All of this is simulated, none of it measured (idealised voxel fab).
process module | voxel self aligned contacts
cross-section cut | 280 nm wide | cells 5 nm
A cross-section is a grid of square cells, given in bands from the top down. A band is one or more rows of cells.
Each band's line starts with the height of the band's top and of its bottom, in nm. Then come its materials from left to right, each with its width in nm. One material with "throughout" fills the band from edge to edge. "air" is empty space.
Height 0 is the level under which the wafer as received is all one material. The lowest band goes on downwards, as in "0 down".
A width such as "30 to 40" changes by the same amount from each row of cells to the next, from the band's top row to its bottom row.
"no change" after a step means that no cell of the cross-section changed.
closed voids: empty space of 8 cells or more with no open way to the top, each as width x height at its distance from the left edge, in nm
after a step's settings: what the simulator itself notes on the step
overlay nm, on a step with a mask: how far to the right of its planned place the mask lay; to the left if negative
plan
1 op RECEIVE | material Si
2 op CONFORMAL_DEP | material SiO2 | thk nm 5
3 op DIRECTIONAL_DEP | material polySi | thk nm 20
4 op DIRECTIONAL_DEP | material SiN | thk nm 15
5 op PATTERN | tone cover | mask id GATE | material resist | width nm 25 | pitch nm 50 | thk nm 20 | overlay nm 0
6 op DIRECTIONAL_ETCH | etch materials SiN | depth nm 15
7 op DIRECTIONAL_ETCH | etch materials polySi | depth nm 20
8 op STRIP | etch materials resist
9 op CONFORMAL_DEP | material SiN | thk nm 5
10 op DIRECTIONAL_ETCH | etch materials SiN | depth nm 5
11 op FILL_DEP | material SiO2 | thk nm 15
12 op CMP | height nm 45
13 op MASKED_ETCH | tone open | mask id CONTACT | width nm 35 | etch materials SiO2 | depth nm 45 | overlay nm 0
14 op CONFORMAL_DEP | material TiN | thk nm 5
15 op FILL_DEP | material W | thk nm 10
16 op CMP | height nm 45
17 op CONFORMAL_DEP | material SiCN | thk nm 5
as received, after step 1
  0 down: Si throughout
  closed voids: none
first wafer at the end, as planned
  50 to 45: SiCN throughout
  45 to 40: SiO2 120 | TiN 15 | W 5 | TiN 15 | SiO2 125
  40 to 25: SiO2 95 | SiN 35 | TiN 5 | W 5 | TiN 5 | SiN 35 | SiO2 100
  25 to 5: SiO2 95 | SiN 5 | polySi 25 | SiN 5 | TiN 5 | W 5 | TiN 5 | SiN 5 | polySi 25 | SiN 5 | SiO2 100
  5 to 0: SiO2 130 | TiN 15 | SiO2 135
  0 down: Si throughout
  closed voids: none
second wafer at the end: like start, like plan, one mistake
  50 to 45: SiCN throughout
  45 to 40: SiO2 120 | TiN 35 | SiO2 125
  40 to 25: SiN 105 | SiO2 15 | SiN 35 | SiO2 15 | SiN 110
  25 to 5: polySi 100 | SiN 5 | SiO2 15 | SiN 5 | polySi 25 | SiN 5 | SiO2 15 | SiN 5 | polySi 105
  5 to 0: SiO2 throughout
  0 down: Si throughout
  closed voids: none
what went wrong: step 5 ran as: op PATTERN | tone open | mask id GATE | material resist | width nm 25 | pitch nm 50 | thk nm 20 | overlay nm 0
at the end the second wafer has, in cells: 108 more of SiN | 228 fewer of SiO2 | 16 fewer of TiN | 8 fewer of W | 144 more of polySi
